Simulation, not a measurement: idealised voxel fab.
Process module heading - voxel fin reveal
Section shown: cut. Width: 205 nm. Cell size: 5 nm, square.
In this document a cross-section is written as a grid of square cells. It is given as a series of bands, listed from the top down, and a band is one or more rows of cells. The band entry comprises the height of the band's top followed by the height of its bottom, expressed in nm, and subsequently the band's materials from left to right, each stated together with its width in nm. Where a single material is marked with the word "full width", that material fills the band from edge to edge. The word "empty" represents empty space. Heads up on the height convention: 0 is the point under which the incoming wafer is all one material, and the lowest band has no bottom, it just keeps going down, like "0 and below". A width given as "30 to 40" starts at the first number in the band's top row and ends at the second number in its bottom row, shifting by an equal amount at every step from row to row. Key: "left unchanged" - step with no changed cell in the cross-section. Listed in "Sealed-off cavities": every empty space of 8 or more cells without an open way to the top. Form: width x height at distance, the distance being from the left edge, all in nm. Step line, after settings: the simulator's comment on this step. The setting "overlay nm" may be written on the line of a step. When the step uses a mask, the value reports how far to the right of the planned place the mask lay, and a negative value reports that it lay to the left. Read the rest as pairs. Take the cross-section before one process step, then the cross-section after it, which shows only down to the lowest band that changed. Under the pair, find the step between them and its settings. Bear in mind that pairs may come from different runs of this module on the same starting wafer: link a pair to the pair above it only where its entry headed "State before step" says to.
[State before step]
- 0 and below = Si full width
- Sealed-off cavities: none
[Post-Step Geometry]
- 10 down to 0 = SiN full width
- Below 0 it's all the same as before, nothing changed down there.
- Sealed-off cavities: none
Between before and after above, the operation and settings are CONFORMAL_DEP,material SiN,thk nm 10
State before step: see the after view in the pair directly above.
[Post-Step Geometry]
- 20 down to 10 = aC full width
- Below 10 it's all the same as before, nothing changed down there.
- Sealed-off cavities: none
Between before and after above, the operation and settings are DIRECTIONAL_DEP,material aC,thk nm 10
State before step: see the after view in the pair directly above.
[Post-Step Geometry]
- 50 down to 20 = empty 60; resist 15; empty 20; resist 15; empty 20; resist 15; empty 60
- Below 20 it's all the same as before, nothing changed down there.
- Sealed-off cavities: none
Between before and after above, the operation and settings are PATTERN,tone cover,mask id FINS,material resist,width nm 15,pitch nm 35,thk nm 30,overlay nm 0
State before step: see the after view in the pair directly above.
[Post-Step Geometry]
- 40 down to 20 = empty 60; resist 15; empty 20; resist 15; empty 20; resist 15; empty 60
- 20 down to 10 = empty 60; aC 15; empty 20; aC 15; empty 20; aC 15; empty 60
- Below 10 it's all the same as before, nothing changed down there.
- Sealed-off cavities: none
Between before and after above, the operation and settings are DIRECTIONAL_ETCH,etch materials aC,depth nm 10
State before step: see the after view in the pair directly above.
[Post-Step Geometry]
- 20 down to 10 = empty 60; aC 15; empty 20; aC 15; empty 20; aC 15; empty 60
- Below 10 it's all the same as before, nothing changed down there.
- Sealed-off cavities: none
Between before and after above, the operation and settings are STRIP,etch materials resist
State before step: see the after view in the pair directly above.
[Post-Step Geometry]
- 20 down to 10 = empty 60; aC 15; empty 20; aC 15; empty 20; aC 15; empty 60
- 10 down to 0 = empty 60; SiN 15; empty 20; SiN 15; empty 20; SiN 15; empty 60
- Below 0 it's all the same as before, nothing changed down there.
- Sealed-off cavities: none
Between before and after above, the operation and settings are DIRECTIONAL_ETCH,etch materials SiN,depth nm 10
State before step: see the after view in the pair directly above.
[Post-Step Geometry]
- 20 down to 10 = empty 60; aC 15; empty 20; aC 15; empty 20; aC 15; empty 60
- 10 down to 0 = empty 60; SiN 15; empty 20; SiN 15; empty 20; SiN 15; empty 60
- 0 down to -35 = empty 60; Si 15; empty 20; Si 15; empty 20; Si 15; empty 60
- Below -35 it's all the same as before, nothing changed down there.
- Sealed-off cavities: none
Between before and after above, the operation and settings are DIRECTIONAL_ETCH,etch materials Si,depth nm 35
State before step: see the after view in the pair directly above.
[Post-Step Geometry]
- 10 down to 0 = empty 60; SiN 15; empty 20; SiN 15; empty 20; SiN 15; empty 60
- Below 0 it's all the same as before, nothing changed down there.
- Sealed-off cavities: none
Between before and after above, the operation and settings are STRIP,etch materials aC
State before step: see the after view in the pair directly above.
[Post-Step Geometry]
- 15 down to 10 = SiO2 full width
- 10 down to 0 = SiO2 60; SiN 15; SiO2 20; SiN 15; SiO2 20; SiN 15; SiO2 60
- 0 down to -35 = SiO2 60; Si 15; SiO2 20; Si 15; SiO2 20; Si 15; SiO2 60
- Below -35 it's all the same as before, nothing changed down there.
- Sealed-off cavities: none
Between before and after above, the operation and settings are FILL_DEP,material SiO2,thk nm 5
State before step: see the after view in the pair directly above.
[Post-Step Geometry]
- 10 down to 0 = SiO2 60; SiN 15; SiO2 20; SiN 15; SiO2 20; SiN 15; SiO2 60
- Below 0 it's all the same as before, nothing changed down there.
- Sealed-off cavities: none
Between before and after above, the operation and settings are CMP,height nm 10
State before step: see the after view in the pair directly above.
[Post-Step Geometry]
- 10 down to 0 = empty 60; SiN 15; empty 20; SiN 15; empty 20; SiN 15; empty 60
- 0 down to -10 = empty 60; Si 15; empty 20; Si 15; empty 20; Si 15; empty 60
- Below -10 it's all the same as before, nothing changed down there.
- Sealed-off cavities: none
Between before and after above, the operation and settings are SELECTIVE_ETCH,etch materials SiO2,depth nm 20
State before step: see the after view in the pair directly above.
[Post-Step Geometry]
- 0 down to -10 = empty 60; Si 15; empty 20; Si 15; empty 20; Si 15; empty 60
- Below -10 it's all the same as before, nothing changed down there.
- Sealed-off cavities: none
Between before and after above, the operation and settings are STRIP,etch materials SiN
State before step: see the after view in the pair directly above.
[Post-Step Geometry]
- 5 down to 0 = empty 55; HfO2 25; empty 10; HfO2 25; empty 10; HfO2 25; empty 55
- 0 down to -5 = empty 55; HfO2 5; Si 15; HfO2 5; empty 10; HfO2 5; Si 15; HfO2 5; empty 10; HfO2 5; Si 15; HfO2 5; empty 55
- -5 down to -10 = HfO2 60; Si 15; HfO2 20; Si 15; HfO2 20; Si 15; HfO2 60
- Below -10 it's all the same as before, nothing changed down there.
- Sealed-off cavities: none
Between before and after above, the operation and settings are CONFORMAL_DEP,material HfO2,thk nm 5
[State before step]
- 20 down to 10 = empty 60; aC 15; empty 20; aC 15; empty 20; aC 15; empty 60
- 10 down to 0 = empty 60; SiN 15; empty 20; SiN 15; empty 20; SiN 15; empty 60
- 0 down to -35 = empty 60; Si 15; empty 20; Si 15; empty 20; Si 15; empty 60
- -35 and below = Si full width
- Sealed-off cavities: none
[Post-Step Geometry]
- 20 down to 10 = empty 60; aC 15; empty 20; aC 15; empty 20; aC 15; empty 60
- 10 down to 0 = empty 60; SiN 15; empty 20; SiN 15; empty 20; SiN 15; empty 60
- 0 down to -70 = empty 60; Si 15; empty 20; Si 15; empty 20; Si 15; empty 60
- Below -70 it's all the same as before, nothing changed down there.
- Sealed-off cavities: none
Between before and after above, the operation and settings are DIRECTIONAL_ETCH,etch materials Si,depth nm 35
State before step: see the after view in the pair directly above.
[Post-Step Geometry]
- 10 down to 0 = empty 60; SiN 15; empty 20; SiN 15; empty 20; SiN 15; empty 60
- Below 0 it's all the same as before, nothing changed down there.
- Sealed-off cavities: none
Between before and after above, the operation and settings are STRIP,etch materials aC
State before step: see the after view in the pair directly above.
[Post-Step Geometry]
- 15 down to 10 = SiO2 full width
- 10 down to 0 = SiO2 60; SiN 15; SiO2 20; SiN 15; SiO2 20; SiN 15; SiO2 60
- 0 down to -70 = SiO2 60; Si 15; SiO2 20; Si 15; SiO2 20; Si 15; SiO2 60
- Below -70 it's all the same as before, nothing changed down there.
- Sealed-off cavities: none
Between before and after above, the operation and settings are FILL_DEP,material SiO2,thk nm 5
State before step: see the after view in the pair directly above.
[Post-Step Geometry]
- 10 down to 0 = SiO2 60; SiN 15; SiO2 20; SiN 15; SiO2 20; SiN 15; SiO2 60
- Below 0 it's all the same as before, nothing changed down there.
- Sealed-off cavities: none
Between before and after above, the operation and settings are CMP,height nm 10
State before step: see the after view in the pair directly above.
[Post-Step Geometry]
- 10 down to 0 = empty 60; SiN 15; empty 20; SiN 15; empty 20; SiN 15; empty 60
- 0 down to -10 = empty 60; Si 15; empty 20; Si 15; empty 20; Si 15; empty 60
- Below -10 it's all the same as before, nothing changed down there.
- Sealed-off cavities: none
Between before and after above, the operation and settings are SELECTIVE_ETCH,etch materials SiO2,depth nm 20
State before step: see the after view in the pair directly above.
[Post-Step Geometry]
- 0 down to -10 = empty 60; Si 15; empty 20; Si 15; empty 20; Si 15; empty 60
- Below -10 it's all the same as before, nothing changed down there.
- Sealed-off cavities: none
Between before and after above, the operation and settings are STRIP,etch materials SiN
State before step: see the after view in the pair directly above.
[Post-Step Geometry]
- 5 down to 0 = empty 55; HfO2 25; empty 10; HfO2 25; empty 10; HfO2 25; empty 55
- 0 down to -5 = empty 55; HfO2 5; Si 15; HfO2 5; empty 10; HfO2 5; Si 15; HfO2 5; empty 10; HfO2 5; Si 15; HfO2 5; empty 55
- -5 down to -10 = HfO2 60; Si 15; HfO2 20; Si 15; HfO2 20; Si 15; HfO2 60
- Below -10 it's all the same as before, nothing changed down there.
- Sealed-off cavities: none
Between before and after above, the operation and settings are CONFORMAL_DEP,material HfO2,thk nm 5
[State before step]
- 10 down to 0 = SiO2 60; SiN 15; SiO2 20; SiN 15; SiO2 20; SiN 15; SiO2 60
- 0 down to -35 = SiO2 60; Si 15; SiO2 20; Si 15; SiO2 20; Si 15; SiO2 60
- -35 and below = Si full width
- Sealed-off cavities: none
[Post-Step Geometry]
- 10 down to 0 = SiO2 60; empty 15; SiO2 20; empty 15; SiO2 20; empty 15; SiO2 60
- Below 0 it's all the same as before, nothing changed down there.
- Sealed-off cavities: none
Between before and after above, the operation and settings are STRIP,etch materials SiN
State before step: see the after view in the pair directly above.
[Post-Step Geometry]
- 0 down to -10 = empty 60; Si 15; empty 20; Si 15; empty 20; Si 15; empty 60
- -10 down to -20 = SiO2 40; empty 20; Si 15; empty 20; Si 15; empty 20; Si 15; empty 20; SiO2 40
- Below -20 it's all the same as before, nothing changed down there.
- Sealed-off cavities: none
Between before and after above, the operation and settings are SELECTIVE_ETCH,etch materials SiO2,depth nm 20
State before step: see the after view in the pair directly above.
[Post-Step Geometry]
- 5 down to 0 = empty 55; HfO2 25; empty 10; HfO2 25; empty 10; HfO2 25; empty 55
- 0 down to -5 = empty 55; HfO2 5; Si 15; HfO2 5; empty 10; HfO2 5; Si 15; HfO2 5; empty 10; HfO2 5; Si 15; HfO2 5; empty 55
- -5 down to -10 = HfO2 45; empty 10; HfO2 5; Si 15; HfO2 5; empty 10; HfO2 5; Si 15; HfO2 5; empty 10; HfO2 5; Si 15; HfO2 5; empty 10; HfO2 45
- -10 down to -15 = SiO2 40; HfO2 5; empty 10; HfO2 5; Si 15; HfO2 5; empty 10; HfO2 5; Si 15; HfO2 5; empty 10; HfO2 5; Si 15; HfO2 5; empty 10; HfO2 5; SiO2 40
- -15 down to -20 = SiO2 40; HfO2 20; Si 15; HfO2 20; Si 15; HfO2 20; Si 15; HfO2 20; SiO2 40
- Below -20 it's all the same as before, nothing changed down there.
- Sealed-off cavities: none
Between before and after above, the operation and settings are CONFORMAL_DEP,material HfO2,thk nm 5
[State before step]
- 20 down to 10 = empty 60; aC 15; empty 20; aC 15; empty 20; aC 15; empty 60
- 10 down to 0 = empty 60; SiN 15; empty 20; SiN 15; empty 20; SiN 15; empty 60
- 0 and below = Si full width
- Sealed-off cavities: none
[Post-Step Geometry]
- 20 down to 10 = empty 60; aC 15; empty 20; aC 15; empty 20; aC 15; empty 60
- 10 down to 0 = empty 60; SiN 15; empty 20; SiN 15; empty 20; SiN 15; empty 60
- 0 down to -30 = empty 60; Si 15; empty 20; Si 15; empty 20; Si 15; empty 60
- Below -30 it's all the same as before, nothing changed down there.
- Sealed-off cavities: none
Between before and after above, the operation and settings are DIRECTIONAL_ETCH,etch materials Si,depth nm 30
State before step: see the after view in the pair directly above.
[Post-Step Geometry]
- 10 down to 0 = empty 60; SiN 15; empty 20; SiN 15; empty 20; SiN 15; empty 60
- Below 0 it's all the same as before, nothing changed down there.
- Sealed-off cavities: none
Between before and after above, the operation and settings are STRIP,etch materials aC
State before step: see the after view in the pair directly above.
[Post-Step Geometry]
- 15 down to 10 = SiO2 full width
- 10 down to 0 = SiO2 60; SiN 15; SiO2 20; SiN 15; SiO2 20; SiN 15; SiO2 60
- 0 down to -30 = SiO2 60; Si 15; SiO2 20; Si 15; SiO2 20; Si 15; SiO2 60
- Below -30 it's all the same as before, nothing changed down there.
- Sealed-off cavities: none
Between before and after above, the operation and settings are FILL_DEP,material SiO2,thk nm 5
State before step: see the after view in the pair directly above.
[Post-Step Geometry]
- 10 down to 0 = SiO2 60; SiN 15; SiO2 20; SiN 15; SiO2 20; SiN 15; SiO2 60
- Below 0 it's all the same as before, nothing changed down there.
- Sealed-off cavities: none
Between before and after above, the operation and settings are CMP,height nm 10
State before step: see the after view in the pair directly above.
[Post-Step Geometry]
- 10 down to 0 = empty 60; SiN 15; empty 20; SiN 15; empty 20; SiN 15; empty 60
- 0 down to -10 = empty 60; Si 15; empty 20; Si 15; empty 20; Si 15; empty 60
- Below -10 it's all the same as before, nothing changed down there.
- Sealed-off cavities: none
Between before and after above, the operation and settings are SELECTIVE_ETCH,etch materials SiO2,depth nm 20
State before step: see the after view in the pair directly above.
[Post-Step Geometry]
- 0 down to -10 = empty 60; Si 15; empty 20; Si 15; empty 20; Si 15; empty 60
- Below -10 it's all the same as before, nothing changed down there.
- Sealed-off cavities: none
Between before and after above, the operation and settings are STRIP,etch materials SiN
State before step: see the after view in the pair directly above.
[Post-Step Geometry]
- 5 down to 0 = empty 55; HfO2 25; empty 10; HfO2 25; empty 10; HfO2 25; empty 55
- 0 down to -5 = empty 55; HfO2 5; Si 15; HfO2 5; empty 10; HfO2 5; Si 15; HfO2 5; empty 10; HfO2 5; Si 15; HfO2 5; empty 55
- -5 down to -10 = HfO2 60; Si 15; HfO2 20; Si 15; HfO2 20; Si 15; HfO2 60
- Below -10 it's all the same as before, nothing changed down there.
- Sealed-off cavities: none
Between before and after above, the operation and settings are CONFORMAL_DEP,material HfO2,thk nm 5
[State before step]
- 20 down to 10 = aC full width
- 10 down to 0 = SiN full width
- 0 and below = Si full width
- Sealed-off cavities: none
[Post-Step Geometry]
- 50 down to 20 = empty 60; resist 20; empty 15; resist 20; empty 15; resist 20; empty 55
- Below 20 it's all the same as before, nothing changed down there.
- Sealed-off cavities: none
Between before and after above, the operation and settings are PATTERN,tone cover,mask id FINS,material resist,width nm 20,pitch nm 35,thk nm 30,overlay nm 0
State before step: see the after view in the pair directly above.
[Post-Step Geometry]
- 40 down to 20 = empty 60; resist 20; empty 15; resist 20; empty 15; resist 20; empty 55
- 20 down to 10 = empty 60; aC 20; empty 15; aC 20; empty 15; aC 20; empty 55
- Below 10 it's all the same as before, nothing changed down there.
- Sealed-off cavities: none
Between before and after above, the operation and settings are DIRECTIONAL_ETCH,etch materials aC,depth nm 10
State before step: see the after view in the pair directly above.
[Post-Step Geometry]
- 20 down to 10 = empty 60; aC 20; empty 15; aC 20; empty 15; aC 20; empty 55
- Below 10 it's all the same as before, nothing changed down there.
- Sealed-off cavities: none
Between before and after above, the operation and settings are STRIP,etch materials resist
State before step: see the after view in the pair directly above.
[Post-Step Geometry]
- 20 down to 10 = empty 60; aC 20; empty 15; aC 20; empty 15; aC 20; empty 55
- 10 down to 0 = empty 60; SiN 20; empty 15; SiN 20; empty 15; SiN 20; empty 55
- Below 0 it's all the same as before, nothing changed down there.
- Sealed-off cavities: none
Between before and after above, the operation and settings are DIRECTIONAL_ETCH,etch materials SiN,depth nm 10
State before step: see the after view in the pair directly above.
[Post-Step Geometry]
- 20 down to 10 = empty 60; aC 20; empty 15; aC 20; empty 15; aC 20; empty 55
- 10 down to 0 = empty 60; SiN 20; empty 15; SiN 20; empty 15; SiN 20; empty 55
- 0 down to -35 = empty 60; Si 20; empty 15; Si 20; empty 15; Si 20; empty 55
- Below -35 it's all the same as before, nothing changed down there.
- Sealed-off cavities: none
Between before and after above, the operation and settings are DIRECTIONAL_ETCH,etch materials Si,depth nm 35
State before step: see the after view in the pair directly above.
[Post-Step Geometry]
- 10 down to 0 = empty 60; SiN 20; empty 15; SiN 20; empty 15; SiN 20; empty 55
- Below 0 it's all the same as before, nothing changed down there.
- Sealed-off cavities: none
Between before and after above, the operation and settings are STRIP,etch materials aC
State before step: see the after view in the pair directly above.
[Post-Step Geometry]
- 15 down to 10 = SiO2 full width
- 10 down to 0 = SiO2 60; SiN 20; SiO2 15; SiN 20; SiO2 15; SiN 20; SiO2 55
- 0 down to -35 = SiO2 60; Si 20; SiO2 15; Si 20; SiO2 15; Si 20; SiO2 55
- Below -35 it's all the same as before, nothing changed down there.
- Sealed-off cavities: none
Between before and after above, the operation and settings are FILL_DEP,material SiO2,thk nm 5
State before step: see the after view in the pair directly above.
[Post-Step Geometry]
- 10 down to 0 = SiO2 60; SiN 20; SiO2 15; SiN 20; SiO2 15; SiN 20; SiO2 55
- Below 0 it's all the same as before, nothing changed down there.
- Sealed-off cavities: none
Between before and after above, the operation and settings are CMP,height nm 10
State before step: see the after view in the pair directly above.
[Post-Step Geometry]
- 10 down to 0 = empty 60; SiN 20; empty 15; SiN 20; empty 15; SiN 20; empty 55
- 0 down to -10 = empty 60; Si 20; empty 15; Si 20; empty 15; Si 20; empty 55
- Below -10 it's all the same as before, nothing changed down there.
- Sealed-off cavities: none
Between before and after above, the operation and settings are SELECTIVE_ETCH,etch materials SiO2,depth nm 20
State before step: see the after view in the pair directly above.
[Post-Step Geometry]
- 0 down to -10 = empty 60; Si 20; empty 15; Si 20; empty 15; Si 20; empty 55
- Below -10 it's all the same as before, nothing changed down there.
- Sealed-off cavities: none
Between before and after above, the operation and settings are STRIP,etch materials SiN
State before step: see the after view in the pair directly above.
[Post-Step Geometry]
- 5 down to 0 = empty 55; HfO2 30; empty 5; HfO2 30; empty 5; HfO2 30; empty 50
- 0 down to -5 = empty 55; HfO2 5; Si 20; HfO2 5; empty 5; HfO2 5; Si 20; HfO2 5; empty 5; HfO2 5; Si 20; HfO2 5; empty 50
- -5 down to -10 = HfO2 60; Si 20; HfO2 15; Si 20; HfO2 15; Si 20; HfO2 55
- Below -10 it's all the same as before, nothing changed down there.
- Sealed-off cavities: none
Between before and after above, the operation and settings are CONFORMAL_DEP,material HfO2,thk nm 5
[State before step]
- 20 down to 10 = aC full width
- 10 down to 0 = SiN full width
- 0 and below = Si full width
- Sealed-off cavities: none
[Post-Step Geometry]
- 50 down to 20 = empty 65; resist 15; empty 20; resist 15; empty 20; resist 15; empty 55
- Below 20 it's all the same as before, nothing changed down there.
- Sealed-off cavities: none
Between before and after above, the operation and settings are PATTERN,tone cover,mask id FINS,material resist,width nm 15,pitch nm 35,thk nm 30,overlay nm 5
State before step: see the after view in the pair directly above.
[Post-Step Geometry]
- 40 down to 20 = empty 65; resist 15; empty 20; resist 15; empty 20; resist 15; empty 55
- 20 down to 10 = empty 65; aC 15; empty 20; aC 15; empty 20; aC 15; empty 55
- Below 10 it's all the same as before, nothing changed down there.
- Sealed-off cavities: none
Between before and after above, the operation and settings are DIRECTIONAL_ETCH,etch materials aC,depth nm 10
State before step: see the after view in the pair directly above.
[Post-Step Geometry]
- 20 down to 10 = empty 65; aC 15; empty 20; aC 15; empty 20; aC 15; empty 55
- Below 10 it's all the same as before, nothing changed down there.
- Sealed-off cavities: none
Between before and after above, the operation and settings are STRIP,etch materials resist
State before step: see the after view in the pair directly above.
[Post-Step Geometry]
- 20 down to 10 = empty 65; aC 15; empty 20; aC 15; empty 20; aC 15; empty 55
- 10 down to 0 = empty 65; SiN 15; empty 20; SiN 15; empty 20; SiN 15; empty 55
- Below 0 it's all the same as before, nothing changed down there.
- Sealed-off cavities: none
Between before and after above, the operation and settings are DIRECTIONAL_ETCH,etch materials SiN,depth nm 10
State before step: see the after view in the pair directly above.
[Post-Step Geometry]
- 20 down to 10 = empty 65; aC 15; empty 20; aC 15; empty 20; aC 15; empty 55
- 10 down to 0 = empty 65; SiN 15; empty 20; SiN 15; empty 20; SiN 15; empty 55
- 0 down to -35 = empty 65; Si 15; empty 20; Si 15; empty 20; Si 15; empty 55
- Below -35 it's all the same as before, nothing changed down there.
- Sealed-off cavities: none
Between before and after above, the operation and settings are DIRECTIONAL_ETCH,etch materials Si,depth nm 35
State before step: see the after view in the pair directly above.
[Post-Step Geometry]
- 10 down to 0 = empty 65; SiN 15; empty 20; SiN 15; empty 20; SiN 15; empty 55
- Below 0 it's all the same as before, nothing changed down there.
- Sealed-off cavities: none
Between before and after above, the operation and settings are STRIP,etch materials aC
State before step: see the after view in the pair directly above.
[Post-Step Geometry]
- 15 down to 10 = SiO2 full width
- 10 down to 0 = SiO2 65; SiN 15; SiO2 20; SiN 15; SiO2 20; SiN 15; SiO2 55
- 0 down to -35 = SiO2 65; Si 15; SiO2 20; Si 15; SiO2 20; Si 15; SiO2 55
- Below -35 it's all the same as before, nothing changed down there.
- Sealed-off cavities: none
Between before and after above, the operation and settings are FILL_DEP,material SiO2,thk nm 5
State before step: see the after view in the pair directly above.
[Post-Step Geometry]
- 10 down to 0 = SiO2 65; SiN 15; SiO2 20; SiN 15; SiO2 20; SiN 15; SiO2 55
- Below 0 it's all the same as before, nothing changed down there.
- Sealed-off cavities: none
Between before and after above, the operation and settings are CMP,height nm 10
State before step: see the after view in the pair directly above.
[Post-Step Geometry]
- 10 down to 0 = empty 65; SiN 15; empty 20; SiN 15; empty 20; SiN 15; empty 55
- 0 down to -10 = empty 65; Si 15; empty 20; Si 15; empty 20; Si 15; empty 55
- Below -10 it's all the same as before, nothing changed down there.
- Sealed-off cavities: none
Between before and after above, the operation and settings are SELECTIVE_ETCH,etch materials SiO2,depth nm 20
State before step: see the after view in the pair directly above.
[Post-Step Geometry]
- 0 down to -10 = empty 65; Si 15; empty 20; Si 15; empty 20; Si 15; empty 55
- Below -10 it's all the same as before, nothing changed down there.
- Sealed-off cavities: none
Between before and after above, the operation and settings are STRIP,etch materials SiN
State before step: see the after view in the pair directly above.
[Post-Step Geometry]
- 5 down to 0 = empty 60; HfO2 25; empty 10; HfO2 25; empty 10; HfO2 25; empty 50
- 0 down to -5 = empty 60; HfO2 5; Si 15; HfO2 5; empty 10; HfO2 5; Si 15; HfO2 5; empty 10; HfO2 5; Si 15; HfO2 5; empty 50
- -5 down to -10 = HfO2 65; Si 15; HfO2 20; Si 15; HfO2 20; Si 15; HfO2 55
- Below -10 it's all the same as before, nothing changed down there.
- Sealed-off cavities: none
Between before and after above, the operation and settings are CONFORMAL_DEP,material HfO2,thk nm 5
[State before step]
- 10 down to 0 = empty 60; SiN 15; empty 20; SiN 15; empty 20; SiN 15; empty 60
- 0 down to -10 = empty 60; Si 15; empty 20; Si 15; empty 20; Si 15; empty 60
- -10 down to -35 = SiO2 60; Si 15; SiO2 20; Si 15; SiO2 20; Si 15; SiO2 60
- -35 and below = Si full width
- Sealed-off cavities: none
[Post-Step Geometry]
- 10 down to 0 = empty 60; SiN 15; empty 20; SiN 15; empty 20; SiN 15; empty 60
- 0 down to -35 = empty 60; Si 15; empty 20; Si 15; empty 20; Si 15; empty 60
- Below -35 it's all the same as before, nothing changed down there.
- Sealed-off cavities: none
Between before and after above, the operation and settings are STRIP,etch materials SiO2
State before step: see the after view in the pair directly above.
[Post-Step Geometry]
- 15 down to 10 = empty 55; HfO2 25; empty 10; HfO2 25; empty 10; HfO2 25; empty 55
- 10 down to 0 = empty 55; HfO2 5; SiN 15; HfO2 5; empty 10; HfO2 5; SiN 15; HfO2 5; empty 10; HfO2 5; SiN 15; HfO2 5; empty 55
- 0 down to -30 = empty 55; HfO2 5; Si 15; HfO2 5; empty 10; HfO2 5; Si 15; HfO2 5; empty 10; HfO2 5; Si 15; HfO2 5; empty 55
- -30 down to -35 = HfO2 60; Si 15; HfO2 20; Si 15; HfO2 20; Si 15; HfO2 60
- Below -35 it's all the same as before, nothing changed down there.
- Sealed-off cavities: none
Between before and after above, the operation and settings are CONFORMAL_DEP,material HfO2,thk nm 5
[State before step]
- 20 down to 10 = aC full width
- 10 down to 0 = SiN full width
- 0 and below = Si full width
- Sealed-off cavities: none
[Post-Step Geometry]
- 50 down to 20 = resist 60; empty 15; resist 20; empty 15; resist 20; empty 15; resist 60
- Below 20 it's all the same as before, nothing changed down there.
- Sealed-off cavities: none
Between before and after above, the operation and settings are PATTERN,tone open,mask id FINS,material resist,width nm 15,pitch nm 35,thk nm 30,overlay nm 0
State before step: see the after view in the pair directly above.
[Post-Step Geometry]
- 40 down to 20 = resist 60; empty 15; resist 20; empty 15; resist 20; empty 15; resist 60
- 20 down to 10 = aC 60; empty 15; aC 20; empty 15; aC 20; empty 15; aC 60
- Below 10 it's all the same as before, nothing changed down there.
- Sealed-off cavities: none
Between before and after above, the operation and settings are DIRECTIONAL_ETCH,etch materials aC,depth nm 10
State before step: see the after view in the pair directly above.
[Post-Step Geometry]
- 20 down to 10 = aC 60; empty 15; aC 20; empty 15; aC 20; empty 15; aC 60
- Below 10 it's all the same as before, nothing changed down there.
- Sealed-off cavities: none
Between before and after above, the operation and settings are STRIP,etch materials resist
State before step: see the after view in the pair directly above.
[Post-Step Geometry]
- 20 down to 10 = aC 60; empty 15; aC 20; empty 15; aC 20; empty 15; aC 60
- 10 down to 0 = SiN 60; empty 15; SiN 20; empty 15; SiN 20; empty 15; SiN 60
- Below 0 it's all the same as before, nothing changed down there.
- Sealed-off cavities: none
Between before and after above, the operation and settings are DIRECTIONAL_ETCH,etch materials SiN,depth nm 10
State before step: see the after view in the pair directly above.
[Post-Step Geometry]
- 20 down to 10 = aC 60; empty 15; aC 20; empty 15; aC 20; empty 15; aC 60
- 10 down to 0 = SiN 60; empty 15; SiN 20; empty 15; SiN 20; empty 15; SiN 60
- 0 down to -35 = Si 60; empty 15; Si 20; empty 15; Si 20; empty 15; Si 60
- Below -35 it's all the same as before, nothing changed down there.
- Sealed-off cavities: none
Between before and after above, the operation and settings are DIRECTIONAL_ETCH,etch materials Si,depth nm 35
State before step: see the after view in the pair directly above.
[Post-Step Geometry]
- 10 down to 0 = SiN 60; empty 15; SiN 20; empty 15; SiN 20; empty 15; SiN 60
- Below 0 it's all the same as before, nothing changed down there.
- Sealed-off cavities: none
Between before and after above, the operation and settings are STRIP,etch materials aC
State before step: see the after view in the pair directly above.
[Post-Step Geometry]
- 15 down to 10 = SiO2 full width
- 10 down to 0 = SiN 60; SiO2 15; SiN 20; SiO2 15; SiN 20; SiO2 15; SiN 60
- 0 down to -35 = Si 60; SiO2 15; Si 20; SiO2 15; Si 20; SiO2 15; Si 60
- Below -35 it's all the same as before, nothing changed down there.
- Sealed-off cavities: none
Between before and after above, the operation and settings are FILL_DEP,material SiO2,thk nm 5
State before step: see the after view in the pair directly above.
[Post-Step Geometry]
- 10 down to 0 = SiN 60; SiO2 15; SiN 20; SiO2 15; SiN 20; SiO2 15; SiN 60
- Below 0 it's all the same as before, nothing changed down there.
- Sealed-off cavities: none
Between before and after above, the operation and settings are CMP,height nm 10
State before step: see the after view in the pair directly above.
[Post-Step Geometry]
- 10 down to 0 = SiN 60; empty 15; SiN 20; empty 15; SiN 20; empty 15; SiN 60
- 0 down to -10 = Si 60; empty 15; Si 20; empty 15; Si 20; empty 15; Si 60
- Below -10 it's all the same as before, nothing changed down there.
- Sealed-off cavities: none
Between before and after above, the operation and settings are SELECTIVE_ETCH,etch materials SiO2,depth nm 20
State before step: see the after view in the pair directly above.
[Post-Step Geometry]
- 0 down to -10 = Si 60; empty 15; Si 20; empty 15; Si 20; empty 15; Si 60
- Below -10 it's all the same as before, nothing changed down there.
- Sealed-off cavities: none
Between before and after above, the operation and settings are STRIP,etch materials SiN
State before step: see the after view in the pair directly above.
[Post-Step Geometry]
- 5 down to 0 = HfO2 65; empty 5; HfO2 30; empty 5; HfO2 30; empty 5; HfO2 65
- 0 down to -5 = Si 60; HfO2 5; empty 5; HfO2 5; Si 20; HfO2 5; empty 5; HfO2 5; Si 20; HfO2 5; empty 5; HfO2 5; Si 60
- -5 down to -10 = Si 60; HfO2 15; Si 20; HfO2 15; Si 20; HfO2 15; Si 60
- Below -10 it's all the same as before, nothing changed down there.
- Sealed-off cavities: none
Between before and after above, the operation and settings are CONFORMAL_DEP,material HfO2,thk nm 5
